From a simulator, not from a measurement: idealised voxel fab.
Process module under the name voxel tone inversion
Pictured: cross-section cut, 275 nm wide, on a grid of 5 nm square cells.
We lay out every cross-section as a grid of square cells and spell it out in bands from the top down, where one band means one or more rows of cells. Within each band entry, the heights of the top and of the bottom of the band appear first, in that order and in nm; the materials of the band then follow from left to right, each with its corresponding width in nm. The designation "full width" on a single material indicates that it fills the band from edge to edge; the designation "blank" indicates empty space. Heights from 0 (as-received wafer is one material below). Bottom band endless downward, as "from 0 down". It should be noted that a width expressed as "30 to 40" varies in equal increments from row to row of cells within the band, taking the value of the first number at the top row and that of the second number at the bottom row. Where the words "nothing changed" appear for a step, the cross-section shows no cell changed by that step; every cell remained as before. "Enclosed void listing" enumerates empty spaces isolated from the top, with no open way to it, that contain at least 8 cells, giving each as width x height at distance from the left edge, all three in nm. Heads up: the bit after the settings on a step's line is the simulator's remark on that step. overlay nm: step with mask; distance mask lay right of planned place; negative value = left of planned place. Heads up before you read on: it's before/after pairs around one process step each, after side only down to the lowest band that changed, step plus settings under the pair. Pairs can be from different runs of this module, same starting wafer, so only chain a pair onto the one above if its "Pre-step snapshot" entry says so.

# Pre-step snapshot
	from 0 down: Si full width
	Enclosed void listing: none

# Resultant Cross-Section
	from 5 to 0: SiCN full width
	Lower than 0, everything is as it was.
	Enclosed void listing: none
So what happens between those two cross-sections up there? CONFORMAL_DEP: material SiCN, thk nm 5

Pre-step snapshot: after-step cross-section of the pair just above applies.

# Resultant Cross-Section
	from 30 to 5: aC full width
	Lower than 5, everything is as it was.
	Enclosed void listing: none
So what happens between those two cross-sections up there? DIRECTIONAL_DEP: material aC, thk nm 25

Pre-step snapshot: after-step cross-section of the pair just above applies.

# Resultant Cross-Section
	from 60 to 30: 40 nm blank / 25 nm resist / 30 nm blank / 25 nm resist / 30 nm blank / 25 nm resist / 30 nm blank / 25 nm resist / 45 nm blank
	Lower than 30, everything is as it was.
	Enclosed void listing: none
So what happens between those two cross-sections up there? PATTERN: tone cover, mask id POSTS, material resist, width nm 25, pitch nm 55, thk nm 30, overlay nm 0

Pre-step snapshot: after-step cross-section of the pair just above applies.

# Resultant Cross-Section
	from 35 to 30: 40 nm blank / 25 nm resist / 30 nm blank / 25 nm resist / 30 nm blank / 25 nm resist / 30 nm blank / 25 nm resist / 45 nm blank
	from 30 to 5: 40 nm blank / 25 nm aC / 30 nm blank / 25 nm aC / 30 nm blank / 25 nm aC / 30 nm blank / 25 nm aC / 45 nm blank
	Lower than 5, everything is as it was.
	Enclosed void listing: none
So what happens between those two cross-sections up there? DIRECTIONAL_ETCH: etch materials aC, depth nm 25

Pre-step snapshot: after-step cross-section of the pair just above applies.

# Resultant Cross-Section
	from 30 to 5: 40 nm blank / 25 nm aC / 30 nm blank / 25 nm aC / 30 nm blank / 25 nm aC / 30 nm blank / 25 nm aC / 45 nm blank
	Lower than 5, everything is as it was.
	Enclosed void listing: none
So what happens between those two cross-sections up there? STRIP: etch materials resist

Pre-step snapshot: after-step cross-section of the pair just above applies.

# Resultant Cross-Section
	from 40 to 30: SiO2 full width
	from 30 to 5: 40 nm SiO2 / 25 nm aC / 30 nm SiO2 / 25 nm aC / 30 nm SiO2 / 25 nm aC / 30 nm SiO2 / 25 nm aC / 45 nm SiO2
	Lower than 5, everything is as it was.
	Enclosed void listing: none
So what happens between those two cross-sections up there? FILL_DEP: material SiO2, thk nm 10

Pre-step snapshot: after-step cross-section of the pair just above applies.

# Resultant Cross-Section
	from 30 to 5: 40 nm SiO2 / 25 nm aC / 30 nm SiO2 / 25 nm aC / 30 nm SiO2 / 25 nm aC / 30 nm SiO2 / 25 nm aC / 45 nm SiO2
	Lower than 5, everything is as it was.
	Enclosed void listing: none
So what happens between those two cross-sections up there? CMP: height nm 30

Pre-step snapshot: after-step cross-section of the pair just above applies.

# Resultant Cross-Section
	from 30 to 5: 40 nm SiO2 / 25 nm blank / 30 nm SiO2 / 25 nm blank / 30 nm SiO2 / 25 nm blank / 30 nm SiO2 / 25 nm blank / 45 nm SiO2
	Lower than 5, everything is as it was.
	Enclosed void listing: none
So what happens between those two cross-sections up there? STRIP: etch materials aC

# Pre-step snapshot
	from 0 down: Si full width
	Enclosed void listing: none

# Resultant Cross-Section
	from 25 to 0: aC full width
	Lower than 0, everything is as it was.
	Enclosed void listing: none
So what happens between those two cross-sections up there? DIRECTIONAL_DEP: material aC, thk nm 25

Pre-step snapshot: after-step cross-section of the pair just above applies.

# Resultant Cross-Section
	from 55 to 25: 40 nm blank / 25 nm resist / 30 nm blank / 25 nm resist / 30 nm blank / 25 nm resist / 30 nm blank / 25 nm resist / 45 nm blank
	Lower than 25, everything is as it was.
	Enclosed void listing: none
So what happens between those two cross-sections up there? PATTERN: tone cover, mask id POSTS, material resist, width nm 25, pitch nm 55, thk nm 30, overlay nm 0

Pre-step snapshot: after-step cross-section of the pair just above applies.

# Resultant Cross-Section
	from 30 to 25: 40 nm blank / 25 nm resist / 30 nm blank / 25 nm resist / 30 nm blank / 25 nm resist / 30 nm blank / 25 nm resist / 45 nm blank
	from 25 to 0: 40 nm blank / 25 nm aC / 30 nm blank / 25 nm aC / 30 nm blank / 25 nm aC / 30 nm blank / 25 nm aC / 45 nm blank
	Lower than 0, everything is as it was.
	Enclosed void listing: none
So what happens between those two cross-sections up there? DIRECTIONAL_ETCH: etch materials aC, depth nm 25

Pre-step snapshot: after-step cross-section of the pair just above applies.

# Resultant Cross-Section
	from 25 to 0: 40 nm blank / 25 nm aC / 30 nm blank / 25 nm aC / 30 nm blank / 25 nm aC / 30 nm blank / 25 nm aC / 45 nm blank
	Lower than 0, everything is as it was.
	Enclosed void listing: none
So what happens between those two cross-sections up there? STRIP: etch materials resist

Pre-step snapshot: after-step cross-section of the pair just above applies.

# Resultant Cross-Section
	from 35 to 25: SiO2 full width
	from 25 to 0: 40 nm SiO2 / 25 nm aC / 30 nm SiO2 / 25 nm aC / 30 nm SiO2 / 25 nm aC / 30 nm SiO2 / 25 nm aC / 45 nm SiO2
	Lower than 0, everything is as it was.
	Enclosed void listing: none
So what happens between those two cross-sections up there? FILL_DEP: material SiO2, thk nm 10

Pre-step snapshot: after-step cross-section of the pair just above applies.

# Resultant Cross-Section
	from 30 to 25: SiO2 full width
	Lower than 25, everything is as it was.
	Enclosed void listing: none
So what happens between those two cross-sections up there? CMP: height nm 30

# Pre-step snapshot
	from 25 to 0: aC full width
	from 0 down: Si full width
	Enclosed void listing: none

# Resultant Cross-Section
	from 30 to 25: SiCN full width
	Lower than 25, everything is as it was.
	Enclosed void listing: none
So what happens between those two cross-sections up there? CONFORMAL_DEP: material SiCN, thk nm 5

Pre-step snapshot: after-step cross-section of the pair just above applies.

# Resultant Cross-Section
	from 60 to 30: 40 nm blank / 25 nm resist / 30 nm blank / 25 nm resist / 30 nm blank / 25 nm resist / 30 nm blank / 25 nm resist / 45 nm blank
	Lower than 30, everything is as it was.
	Enclosed void listing: none
So what happens between those two cross-sections up there? PATTERN: tone cover, mask id POSTS, material resist, width nm 25, pitch nm 55, thk nm 30, overlay nm 0

Pre-step snapshot: after-step cross-section of the pair just above applies.

# Resultant Cross-Section
	from 35 to 30: 40 nm blank / 25 nm resist / 30 nm blank / 25 nm resist / 30 nm blank / 25 nm resist / 30 nm blank / 25 nm resist / 45 nm blank
	Lower than 30, everything is as it was.
	Enclosed void listing: none
So what happens between those two cross-sections up there? DIRECTIONAL_ETCH: etch materials aC, depth nm 25

Pre-step snapshot: after-step cross-section of the pair just above applies.

# Resultant Cross-Section
	from 30 to 25: SiCN full width
	Lower than 25, everything is as it was.
	Enclosed void listing: none
So what happens between those two cross-sections up there? STRIP: etch materials resist

Pre-step snapshot: after-step cross-section of the pair just above applies.

# Resultant Cross-Section
	from 40 to 30: SiO2 full width
	Lower than 30, everything is as it was.
	Enclosed void listing: none
So what happens between those two cross-sections up there? FILL_DEP: material SiO2, thk nm 10

Pre-step snapshot: after-step cross-section of the pair just above applies.

# Resultant Cross-Section
	from 30 to 25: SiCN full width
	Lower than 25, everything is as it was.
	Enclosed void listing: none
So what happens between those two cross-sections up there? CMP: height nm 30

# Pre-step snapshot
	from 40 to 30: SiO2 full width
	from 30 to 5: 40 nm SiO2 / 25 nm aC / 30 nm SiO2 / 25 nm aC / 30 nm SiO2 / 25 nm aC / 30 nm SiO2 / 25 nm aC / 45 nm SiO2
	from 5 to 0: SiCN full width
	from 0 down: Si full width
	Enclosed void listing: none

# Resultant Cross-Section
	from 35 to 30: SiO2 full width
	Lower than 30, everything is as it was.
	Enclosed void listing: none
So what happens between those two cross-sections up there? CMP: height nm 35

# Pre-step snapshot
	from 30 to 5: aC full width
	from 5 to 0: SiCN full width
	from 0 down: Si full width
	Enclosed void listing: none

# Resultant Cross-Section
	from 60 to 30: 35 nm blank / 35 nm resist / 20 nm blank / 35 nm resist / 20 nm blank / 35 nm resist / 20 nm blank / 35 nm resist / 40 nm blank
	Lower than 30, everything is as it was.
	Enclosed void listing: none
So what happens between those two cross-sections up there? PATTERN: tone cover, mask id POSTS, material resist, width nm 35, pitch nm 55, thk nm 30, overlay nm 0

Pre-step snapshot: after-step cross-section of the pair just above applies.

# Resultant Cross-Section
	from 35 to 30: 35 nm blank / 35 nm resist / 20 nm blank / 35 nm resist / 20 nm blank / 35 nm resist / 20 nm blank / 35 nm resist / 40 nm blank
	from 30 to 5: 35 nm blank / 35 nm aC / 20 nm blank / 35 nm aC / 20 nm blank / 35 nm aC / 20 nm blank / 35 nm aC / 40 nm blank
	Lower than 5, everything is as it was.
	Enclosed void listing: none
So what happens between those two cross-sections up there? DIRECTIONAL_ETCH: etch materials aC, depth nm 25

Pre-step snapshot: after-step cross-section of the pair just above applies.

# Resultant Cross-Section
	from 30 to 5: 35 nm blank / 35 nm aC / 20 nm blank / 35 nm aC / 20 nm blank / 35 nm aC / 20 nm blank / 35 nm aC / 40 nm blank
	Lower than 5, everything is as it was.
	Enclosed void listing: none
So what happens between those two cross-sections up there? STRIP: etch materials resist

Pre-step snapshot: after-step cross-section of the pair just above applies.

# Resultant Cross-Section
	from 40 to 30: SiO2 full width
	from 30 to 5: 35 nm SiO2 / 35 nm aC / 20 nm SiO2 / 35 nm aC / 20 nm SiO2 / 35 nm aC / 20 nm SiO2 / 35 nm aC / 40 nm SiO2
	Lower than 5, everything is as it was.
	Enclosed void listing: none
So what happens between those two cross-sections up there? FILL_DEP: material SiO2, thk nm 10

Pre-step snapshot: after-step cross-section of the pair just above applies.

# Resultant Cross-Section
	from 30 to 5: 35 nm SiO2 / 35 nm aC / 20 nm SiO2 / 35 nm aC / 20 nm SiO2 / 35 nm aC / 20 nm SiO2 / 35 nm aC / 40 nm SiO2
	Lower than 5, everything is as it was.
	Enclosed void listing: none
So what happens between those two cross-sections up there? CMP: height nm 30

Pre-step snapshot: after-step cross-section of the pair just above applies.

# Resultant Cross-Section
	from 30 to 5: 35 nm SiO2 / 35 nm blank / 20 nm SiO2 / 35 nm blank / 20 nm SiO2 / 35 nm blank / 20 nm SiO2 / 35 nm blank / 40 nm SiO2
	Lower than 5, everything is as it was.
	Enclosed void listing: none
So what happens between those two cross-sections up there? STRIP: etch materials aC

# Pre-step snapshot
	from 30 to 5: aC full width
	from 5 to 0: SiCN full width
	from 0 down: Si full width
	Enclosed void listing: none

# Resultant Cross-Section
	from 60 to 30: 35 nm blank / 25 nm resist / 30 nm blank / 25 nm resist / 30 nm blank / 25 nm resist / 30 nm blank / 25 nm resist / 50 nm blank
	Lower than 30, everything is as it was.
	Enclosed void listing: none
So what happens between those two cross-sections up there? PATTERN: tone cover, mask id POSTS, material resist, width nm 25, pitch nm 55, thk nm 30, overlay nm -5

Pre-step snapshot: after-step cross-section of the pair just above applies.

# Resultant Cross-Section
	from 35 to 30: 35 nm blank / 25 nm resist / 30 nm blank / 25 nm resist / 30 nm blank / 25 nm resist / 30 nm blank / 25 nm resist / 50 nm blank
	from 30 to 5: 35 nm blank / 25 nm aC / 30 nm blank / 25 nm aC / 30 nm blank / 25 nm aC / 30 nm blank / 25 nm aC / 50 nm blank
	Lower than 5, everything is as it was.
	Enclosed void listing: none
So what happens between those two cross-sections up there? DIRECTIONAL_ETCH: etch materials aC, depth nm 25

Pre-step snapshot: after-step cross-section of the pair just above applies.

# Resultant Cross-Section
	from 30 to 5: 35 nm blank / 25 nm aC / 30 nm blank / 25 nm aC / 30 nm blank / 25 nm aC / 30 nm blank / 25 nm aC / 50 nm blank
	Lower than 5, everything is as it was.
	Enclosed void listing: none
So what happens between those two cross-sections up there? STRIP: etch materials resist

Pre-step snapshot: after-step cross-section of the pair just above applies.

# Resultant Cross-Section
	from 40 to 30: SiO2 full width
	from 30 to 5: 35 nm SiO2 / 25 nm aC / 30 nm SiO2 / 25 nm aC / 30 nm SiO2 / 25 nm aC / 30 nm SiO2 / 25 nm aC / 50 nm SiO2
	Lower than 5, everything is as it was.
	Enclosed void listing: none
So what happens between those two cross-sections up there? FILL_DEP: material SiO2, thk nm 10

Pre-step snapshot: after-step cross-section of the pair just above applies.

# Resultant Cross-Section
	from 30 to 5: 35 nm SiO2 / 25 nm aC / 30 nm SiO2 / 25 nm aC / 30 nm SiO2 / 25 nm aC / 30 nm SiO2 / 25 nm aC / 50 nm SiO2
	Lower than 5, everything is as it was.
	Enclosed void listing: none
So what happens between those two cross-sections up there? CMP: height nm 30

Pre-step snapshot: after-step cross-section of the pair just above applies.

# Resultant Cross-Section
	from 30 to 5: 35 nm SiO2 / 25 nm blank / 30 nm SiO2 / 25 nm blank / 30 nm SiO2 / 25 nm blank / 30 nm SiO2 / 25 nm blank / 50 nm SiO2
	Lower than 5, everything is as it was.
	Enclosed void listing: none
So what happens between those two cross-sections up there? STRIP: etch materials aC

# Pre-step snapshot
	from 5 to 0: SiCN full width
	from 0 down: Si full width
	Enclosed void listing: none

# Resultant Cross-Section
	from 30 to 0: SiCN full width
	Lower than 0, everything is as it was.
	Enclosed void listing: none
So what happens between those two cross-sections up there? DIRECTIONAL_DEP: material SiCN, thk nm 25

Pre-step snapshot: after-step cross-section of the pair just above applies.

# Resultant Cross-Section
	from 60 to 30: 40 nm blank / 25 nm resist / 30 nm blank / 25 nm resist / 30 nm blank / 25 nm resist / 30 nm blank / 25 nm resist / 45 nm blank
	Lower than 30, everything is as it was.
	Enclosed void listing: none
So what happens between those two cross-sections up there? PATTERN: tone cover, mask id POSTS, material resist, width nm 25, pitch nm 55, thk nm 30, overlay nm 0

Pre-step snapshot: after-step cross-section of the pair just above applies.

# Resultant Cross-Section
	from 35 to 30: 40 nm blank / 25 nm resist / 30 nm blank / 25 nm resist / 30 nm blank / 25 nm resist / 30 nm blank / 25 nm resist / 45 nm blank
	Lower than 30, everything is as it was.
	Enclosed void listing: none
So what happens between those two cross-sections up there? DIRECTIONAL_ETCH: etch materials aC, depth nm 25

Pre-step snapshot: after-step cross-section of the pair just above applies.

# Resultant Cross-Section
	from 30 to 0: SiCN full width
	Lower than 0, everything is as it was.
	Enclosed void listing: none
So what happens between those two cross-sections up there? STRIP: etch materials resist

Pre-step snapshot: after-step cross-section of the pair just above applies.

# Resultant Cross-Section
	from 40 to 30: SiO2 full width
	Lower than 30, everything is as it was.
	Enclosed void listing: none
So what happens between those two cross-sections up there? FILL_DEP: material SiO2, thk nm 10

Pre-step snapshot: after-step cross-section of the pair just above applies.

# Resultant Cross-Section
	from 30 to 0: SiCN full width
	Lower than 0, everything is as it was.
	Enclosed void listing: none
So what happens between those two cross-sections up there? CMP: height nm 30

# Pre-step snapshot
	from 30 to 5: aC full width
	from 5 to 0: SiCN full width
	from 0 down: Si full width
	Enclosed void listing: none

# Resultant Cross-Section
	from 60 to 30: 40 nm resist / 25 nm blank / 30 nm resist / 25 nm blank / 30 nm resist / 25 nm blank / 30 nm resist / 25 nm blank / 45 nm resist
	Lower than 30, everything is as it was.
	Enclosed void listing: none
So what happens between those two cross-sections up there? PATTERN: tone open, mask id POSTS, material resist, width nm 25, pitch nm 55, thk nm 30, overlay nm 0

Pre-step snapshot: after-step cross-section of the pair just above applies.

# Resultant Cross-Section
	from 35 to 30: 40 nm resist / 25 nm blank / 30 nm resist / 25 nm blank / 30 nm resist / 25 nm blank / 30 nm resist / 25 nm blank / 45 nm resist
	from 30 to 5: 40 nm aC / 25 nm blank / 30 nm aC / 25 nm blank / 30 nm aC / 25 nm blank / 30 nm aC / 25 nm blank / 45 nm aC
	Lower than 5, everything is as it was.
	Enclosed void listing: none
So what happens between those two cross-sections up there? DIRECTIONAL_ETCH: etch materials aC, depth nm 25

Pre-step snapshot: after-step cross-section of the pair just above applies.

# Resultant Cross-Section
	from 30 to 5: 40 nm aC / 25 nm blank / 30 nm aC / 25 nm blank / 30 nm aC / 25 nm blank / 30 nm aC / 25 nm blank / 45 nm aC
	Lower than 5, everything is as it was.
	Enclosed void listing: none
So what happens between those two cross-sections up there? STRIP: etch materials resist

Pre-step snapshot: after-step cross-section of the pair just above applies.

# Resultant Cross-Section
	from 40 to 30: SiO2 full width
	from 30 to 5: 40 nm aC / 25 nm SiO2 / 30 nm aC / 25 nm SiO2 / 30 nm aC / 25 nm SiO2 / 30 nm aC / 25 nm SiO2 / 45 nm aC
	Lower than 5, everything is as it was.
	Enclosed void listing: none
So what happens between those two cross-sections up there? FILL_DEP: material SiO2, thk nm 10

Pre-step snapshot: after-step cross-section of the pair just above applies.

# Resultant Cross-Section
	from 30 to 5: 40 nm aC / 25 nm SiO2 / 30 nm aC / 25 nm SiO2 / 30 nm aC / 25 nm SiO2 / 30 nm aC / 25 nm SiO2 / 45 nm aC
	Lower than 5, everything is as it was.
	Enclosed void listing: none
So what happens between those two cross-sections up there? CMP: height nm 30

Pre-step snapshot: after-step cross-section of the pair just above applies.

# Resultant Cross-Section
	from 30 to 5: 40 nm blank / 25 nm SiO2 / 30 nm blank / 25 nm SiO2 / 30 nm blank / 25 nm SiO2 / 30 nm blank / 25 nm SiO2 / 45 nm blank
	Lower than 5, everything is as it was.
	Enclosed void listing: none
So what happens between those two cross-sections up there? STRIP: etch materials aC
